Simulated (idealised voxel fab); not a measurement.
Herein follows the process module entitled voxel wiring stack.
Pictured: cross-section cut, 220 nm wide, on a grid of 5 nm square cells.
Cross-sections here: square-cell grids, written as top-down lists of bands, a band being one or more rows of cells. Quick guide to a band line: top height, bottom height (nm) up front; then every material left to right with its width in nm. Only one material and it's marked "full width"? Then it fills the band edge to edge. And "air" just means empty space. Measure heights from 0. That's the level where, below it, the as-received wafer is all one material. The lowest band is bottomless and extends downward; write it as in "z 0 and below". You'd read "30 to 40" like this: the band's top row of cells is as wide as the first number, its bottom row is as wide as the second, and going down, every row changes width by the same amount as the row before did. "nothing different" after a step means that no cell of the cross-section changed. Basically, "Sealed void list" tells you about the enclosed voids: empty spaces with no open way to the top, 8 cells or bigger, each written width x height at distance, where distance is from the left edge, all in nm. Anything after a step's settings on that line? It's the simulator's own note about the step. "overlay nm", when on a step's line for a step with a mask, measures how far to the right of its planned place the mask lay; a negative measure means to the left.
So here's the lineup of process steps we planned:
1,RECEIVE,material Si
2,CONFORMAL_DEP,material SiO2,thk nm 15
3,CONFORMAL_DEP,material SiN,thk nm 5
4,DIRECTIONAL_DEP,material SiO2,thk nm 25
5,DIRECTIONAL_DEP,material aC,thk nm 15
6,PATTERN,tone open,mask id METAL_1,material resist,width nm 20,pitch nm 45,thk nm 35,overlay nm 0
7,DIRECTIONAL_ETCH,etch materials aC,depth nm 15
8,STRIP,etch materials resist
9,DIRECTIONAL_ETCH,etch materials SiO2,depth nm 25
10,DIRECTIONAL_ETCH,etch materials SiN,depth nm 5
11,STRIP,etch materials aC
12,CONFORMAL_DEP,material TiN,thk nm 5
13,FILL_DEP,material Ru,thk nm 10
14,CMP,height nm 45
15,EPI,material Ru,thk nm 5
16,FILL_DEP,material SiCN,thk nm 5
17,DIRECTIONAL_DEP,material lowk,thk nm 10
18,PATTERN,tone open,mask id PLUG_1,material resist,width nm 15,pitch nm 90,thk nm 15,overlay nm 0
19,DIRECTIONAL_ETCH,etch materials lowk,depth nm 10
20,DIRECTIONAL_ETCH,etch materials SiCN,depth nm 5
21,STRIP,etch materials resist
22,EPI,material Ru,thk nm 10
23,EPI,material Ru,thk nm 5
24,DIRECTIONAL_DEP,material TiN,thk nm 5
25,DIRECTIONAL_DEP,material Ru,thk nm 20
26,DIRECTIONAL_DEP,material aC,thk nm 10
27,PATTERN,tone cover,mask id METAL_2,material resist,width nm 20,pitch nm 45,thk nm 30,overlay nm 0
28,DIRECTIONAL_ETCH,etch materials aC,depth nm 10
29,STRIP,etch materials resist
30,DIRECTIONAL_ETCH,etch materials Ru,depth nm 20
31,DIRECTIONAL_ETCH,etch materials TiN,depth nm 5
32,STRIP,etch materials aC
33,CONFORMAL_DEP,material SiN,thk nm 5
34,FILL_DEP,material lowk,thk nm 10
35,CMP,height nm 90
36,CONFORMAL_DEP,material SiCN,thk nm 5
37,DIRECTIONAL_DEP,material SiO2,thk nm 10
38,PATTERN,tone open,mask id PLUG_2,material resist,width nm 15,pitch nm 90,thk nm 20,overlay nm 0
39,DIRECTIONAL_ETCH,etch materials SiO2,depth nm 10
40,DIRECTIONAL_ETCH,etch materials SiCN,depth nm 5
41,STRIP,etch materials resist
42,EPI,material Ru,thk nm 10
43,EPI,material Ru,thk nm 5
44,CONFORMAL_DEP,material SiCN,thk nm 5
45,DIRECTIONAL_DEP,material lowk,thk nm 25
46,MASKED_ETCH,tone open,mask id METAL_3,width nm 20,pitch nm 45,etch materials lowk,depth nm 25,overlay nm 0
47,MASKED_ETCH,tone open,mask id METAL_3,width nm 20,pitch nm 45,etch materials SiCN,depth nm 5,overlay nm 0
48,CONFORMAL_DEP,material TiN,thk nm 5
49,FILL_DEP,material Ru,thk nm 5
50,CMP,height nm 135
51,CONFORMAL_DEP,material SiCN,thk nm 5
As-received state of the wafer in cross-section, equivalent to post-step 1:
  z 0 and below | Si full width
  Sealed void list: none
What the wafer looks like in cross-section after this module, when it starts as shown above and follows the plan above but one mistake is made in running it:
  z 140 to 135 | SiCN full width
  z 135 to 110 | lowk 30 nm; TiN 5 nm; Ru 10 nm; TiN 5 nm; lowk 25 nm; TiN 5 nm; Ru 10 nm; TiN 5 nm; lowk 25 nm; TiN 5 nm; Ru 10 nm; TiN 5 nm; lowk 25 nm; TiN 5 nm; Ru 10 nm; TiN 5 nm; lowk 35 nm
  z 110 to 105 | SiCN 30 nm; TiN 20 nm; SiCN 25 nm; TiN 20 nm; SiCN 25 nm; TiN 20 nm; SiCN 25 nm; TiN 20 nm; SiCN 35 nm
  z 105 to 95 | SiO2 30 nm; Ru 15 nm; SiO2 75 nm; Ru 15 nm; SiO2 85 nm
  z 95 to 90 | SiCN 30 nm; Ru 15 nm; SiCN 75 nm; Ru 15 nm; SiCN 85 nm
  z 90 to 70 | lowk 25 nm; SiN 5 nm; Ru 20 nm; SiN 5 nm; lowk 15 nm; SiN 5 nm; Ru 20 nm; SiN 5 nm; lowk 15 nm; SiN 5 nm; Ru 20 nm; SiN 5 nm; lowk 15 nm; SiN 5 nm; Ru 20 nm; SiN 5 nm; lowk 30 nm
  z 70 to 65 | SiN 30 nm; TiN 20 nm; SiN 25 nm; TiN 20 nm; SiN 25 nm; TiN 20 nm; SiN 25 nm; TiN 20 nm; SiN 35 nm
  z 65 to 55 | lowk 40 nm; Ru 15 nm; lowk 75 nm; Ru 15 nm; lowk 75 nm
  z 55 to 50 | SiCN 40 nm; Ru 15 nm; SiCN 75 nm; Ru 15 nm; SiCN 75 nm
  z 50 to 45 | SiCN 25 nm; Ru 30 nm; SiCN 15 nm; Ru 30 nm; SiCN 15 nm; Ru 30 nm; SiCN 15 nm; Ru 30 nm; SiCN 30 nm
  z 45 to 20 | SiO2 30 nm; TiN 5 nm; Ru 10 nm; TiN 5 nm; SiO2 25 nm; TiN 5 nm; Ru 10 nm; TiN 5 nm; SiO2 25 nm; TiN 5 nm; Ru 10 nm; TiN 5 nm; SiO2 25 nm; TiN 5 nm; Ru 10 nm; TiN 5 nm; SiO2 35 nm
  z 20 to 15 | SiN 30 nm; TiN 20 nm; SiN 25 nm; TiN 20 nm; SiN 25 nm; TiN 20 nm; SiN 25 nm; TiN 20 nm; SiN 35 nm
  z 15 to 0 | SiO2 full width
  z 0 and below | Si full width
  Sealed void list: none
Deviation from plan: step 18 changed vs plan, executed as PATTERN,tone open,mask id PLUG_1,material resist,width nm 15,pitch nm 90,thk nm 15,overlay nm 10
